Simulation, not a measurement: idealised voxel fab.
The process module that follows is named voxel released beams.
The figure presents cross-section cut, which has a width of 290 nm and is divided into square cells with an edge length of 5 nm.
Reading order for cross-sections: top band down to bottom band. Underlying form: a grid of square cells. Band size: one or more rows of cells.
Within each band entry, the heights of the top and of the bottom of the band appear first, in that order and in nm; the materials of the band then follow from left to right, each with its corresponding width in nm. The designation "all across" on a single material indicates that it fills the band from edge to edge; the designation "blank" indicates empty space.
Heights are measured from 0, the level below which the as-received wafer is all one material; the lowest band has no bottom and continues downward, written as in "0 down".
Top row gets the first number, bottom row gets the second, and each row in between changes by the same step: that is how a band width like "30->40" works.
The cross-section has no changed cell in any step marked "no alteration".
Voids not open to the top, 8 cells minimum: see "Closed void inventory". Written width x height at distance; distance is from the left edge; nm.
Whatever follows a step's settings on its line is a remark the simulator itself makes about that step.
The optional step-line setting "overlay nm" applies to steps with a mask and quantifies how far to the right of its planned location the mask lay, a negative value indicating leftward placement.
[The process steps that were planned are listed below]
1 RECEIVE (material Si)
2 CONFORMAL_DEP (material SiN; thk nm 5)
3 DIRECTIONAL_DEP (material SiO2; thk nm 15)
4 DIRECTIONAL_DEP (material aC; thk nm 10)
5 PATTERN (tone open; mask id ANCHOR; material resist; width nm 35; thk nm 25; overlay nm 0)
6 DIRECTIONAL_ETCH (etch materials aC; depth nm 10)
7 STRIP (etch materials resist)
8 DIRECTIONAL_ETCH (etch materials SiO2; depth nm 15)
9 STRIP (etch materials aC)
10 CONFORMAL_DEP (material TiN; thk nm 15)
11 PATTERN (tone cover; mask id BEAM; material resist; width nm 95; thk nm 20; overlay nm 0)
12 DIRECTIONAL_ETCH (etch materials TiN; depth nm 15)
13 STRIP (etch materials resist)
14 STRIP (etch materials SiO2)
[Wafer, first of two, run as planned]
[Wafer at receipt (post step 1), cross-section]
> 0 down: Si all across
> Closed void inventory: none
[Wafer xsec, post step 2]
> 5 to 0: SiN all across
> Anything lower than 0 is untouched.
[Wafer xsec, post step 3]
> 20 to 5: SiO2 all across
> Anything lower than 5 is untouched.
[Wafer xsec, post step 4]
> 30 to 20: aC all across
> Anything lower than 20 is untouched.
[Wafer xsec, post step 5]
> 55 to 30: resist 100  blank 35  resist 155
> Anything lower than 30 is untouched.
[Wafer xsec, post step 6]
> 45 to 30: resist 100  blank 35  resist 155
> 30 to 20: aC 100  blank 35  aC 155
> Anything lower than 20 is untouched.
[Wafer xsec, post step 7]
> 30 to 20: aC 100  blank 35  aC 155
> Anything lower than 20 is untouched.
[Wafer xsec, post step 8]
> 30 to 20: aC 100  blank 35  aC 155
> 20 to 5: SiO2 100  blank 35  SiO2 155
> Anything lower than 5 is untouched.
[Wafer xsec, post step 9]
> 20 to 5: SiO2 100  blank 35  SiO2 155
> Anything lower than 5 is untouched.
[Wafer xsec, post step 10]
> 35 to 20: TiN 115  blank 5  TiN 170
> 20 to 5: SiO2 100  TiN 35  SiO2 155
> Anything lower than 5 is untouched.
[Wafer xsec, post step 11]
> 55 to 35: blank 95  resist 95  blank 100
> 35 to 20: TiN 115  resist 5  TiN 170
> Anything lower than 20 is untouched.
[Wafer xsec, post step 12]
> 55 to 35: blank 95  resist 95  blank 100
> 35 to 20: blank 95  TiN 20  resist 5  TiN 70  blank 100
> Anything lower than 20 is untouched.
[Wafer xsec, post step 13]
> 35 to 20: blank 95  TiN 20  blank 5  TiN 70  blank 100
> Anything lower than 20 is untouched.
[Wafer xsec, post step 14]
> 35 to 20: blank 95  TiN 20  blank 5  TiN 70  blank 100
> 20 to 5: blank 100  TiN 35  blank 155
> Anything lower than 5 is untouched.
[Now the other wafer: same start, same recipe, but we messed up one thing when running it. Up to and including step 4 it's the same as the first one]
[Look at the second wafer in cross-section at the time step 5 ought to have finished]
> 55 to 30: blank 100  resist 35  blank 155
> Anything lower than 30 is untouched.
[Look at the second wafer in cross-section at the time step 6 ought to have finished]
> 45 to 30: blank 100  resist 35  blank 155
> 30 to 20: blank 100  aC 35  blank 155
> Anything lower than 20 is untouched.
[Look at the second wafer in cross-section at the time step 7 ought to have finished]
> 30 to 20: blank 100  aC 35  blank 155
> Anything lower than 20 is untouched.
[Look at the second wafer in cross-section at the time step 8 ought to have finished]
> 30 to 20: blank 100  aC 35  blank 155
> 20 to 5: blank 100  SiO2 35  blank 155
> Anything lower than 5 is untouched.
[Look at the second wafer in cross-section at the time step 9 ought to have finished]
> 20 to 5: blank 100  SiO2 35  blank 155
> Anything lower than 5 is untouched.
[Look at the second wafer in cross-section at the time step 10 ought to have finished]
> 35 to 20: blank 85  TiN 65  blank 140
> 20 to 5: TiN 100  SiO2 35  TiN 155
> Anything lower than 5 is untouched.
[Look at the second wafer in cross-section at the time step 11 ought to have finished]
> 55 to 35: blank 95  resist 95  blank 100
> 35 to 20: blank 85  TiN 65  resist 40  blank 100
> Anything lower than 20 is untouched.
[Look at the second wafer in cross-section at the time step 12 ought to have finished]
> 55 to 35: blank 95  resist 95  blank 100
> 35 to 20: blank 95  TiN 55  resist 40  blank 100
> 20 to 5: blank 85  TiN 15  SiO2 35  TiN 55  blank 100
> Anything lower than 5 is untouched.
[Look at the second wafer in cross-section at the time step 13 ought to have finished]
> 35 to 20: blank 95  TiN 55  blank 140
> Anything lower than 20 is untouched.
Look at the second wafer in cross-section at the time step 14 ought to have finished: no alteration
Processing error: step 5 was not run as planned; what actually ran was PATTERN (tone cover; mask id ANCHOR; material resist; width nm 35; thk nm 25; overlay nm 0)
Cell-count delta at end, second wafer over first, by material: 21 more of SiO2
